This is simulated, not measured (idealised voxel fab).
A process module follows: voxel self aligned contacts.
FYI the section here is cut, 245 nm wide, cells are 5 nm squares.
Notation: cross-section as square-cell grid; stated in bands, top first, going down; one or more cell rows per band.
Band entry format. Leading values: height of top, height of bottom, nm. Remainder: materials in left-to-right order, each with its width in nm. Special words: "everywhere" on a single material, which then fills the band edge to edge; "air", empty space.
Heights from 0 (as-received wafer is one material below). Bottom band endless downward, as "0 and below".
Note: "30 to 40" means the width goes from the first number (top row of the band) to the second number (bottom row) in equal steps per row of cells.
You'll sometimes find "no modifications" written for a step, and that's the way of saying that nowhere in the cross-section did a cell change during that step.
Look at "Closed-off voids" for the closed voids: empty spaces with no open path to the top, sized 8 cells or up. Each is width x height at distance, distance from the left edge, all nm.
Step line, after settings: the simulator's comment on this step.
For masked steps, "overlay nm" on the step line gives how far right of plan the mask actually lay; a minus sign means it lay to the left.

# Below is the list of planned process steps
1,RECEIVE,material Si
2,OXIDIZE,depth nm 5
3,DIRECTIONAL_DEP,material polySi,thk nm 30
4,DIRECTIONAL_DEP,material SiN,thk nm 20
5,DIRECTIONAL_DEP,material aC,thk nm 10
6,PATTERN,tone cover,mask id GATE,material resist,width nm 35,pitch nm 80,thk nm 30,overlay nm 0
7,DIRECTIONAL_ETCH,etch materials aC,depth nm 10
8,STRIP,etch materials resist
9,DIRECTIONAL_ETCH,etch materials SiN,depth nm 20
10,DIRECTIONAL_ETCH,etch materials polySi,depth nm 30
11,STRIP,etch materials aC
12,CONFORMAL_DEP,material SiN,thk nm 10
13,DIRECTIONAL_ETCH,etch materials SiN,depth nm 10
14,FILL_DEP,material SiO2,thk nm 10
15,CMP,height nm 55
16,MASKED_ETCH,tone open,mask id CONTACT,width nm 55,etch materials SiO2,depth nm 60,overlay nm 0
17,CONFORMAL_DEP,material TiN,thk nm 5
18,FILL_DEP,material Ru,thk nm 5
19,CMP,height nm 55
20,CONFORMAL_DEP,material SiN,thk nm 5

# As received (post step 1): cross-section
  0 and below: Si everywhere
  Closed-off voids: none

# Starting wafer: above. Plan: above. Run: one mistake. Cross-section after the module: below
  60 down to 55: SiN everywhere
  55 down to 30: SiO2 50 / SiN 65 / TiN 5 / Ru 5 / TiN 5 / SiN 65 / SiO2 50
  30 down to 10: SiO2 50 / SiN 15 / polySi 35 / SiN 15 / TiN 5 / Ru 5 / TiN 5 / SiN 15 / polySi 35 / SiN 15 / SiO2 50
  10 down to 5: SiO2 50 / SiN 15 / polySi 35 / SiN 15 / TiN 15 / SiN 15 / polySi 35 / SiN 15 / SiO2 50
  5 down to 0: SiN 65 / polySi 35 / SiN 45 / polySi 35 / SiN 65
  0 down to -5: SiO2 everywhere
  -5 and below: Si everywhere
  Closed-off voids: none
Plan not followed: the process deviated at step 12: the operation and settings actually run there were CONFORMAL_DEP,material SiN,thk nm 15
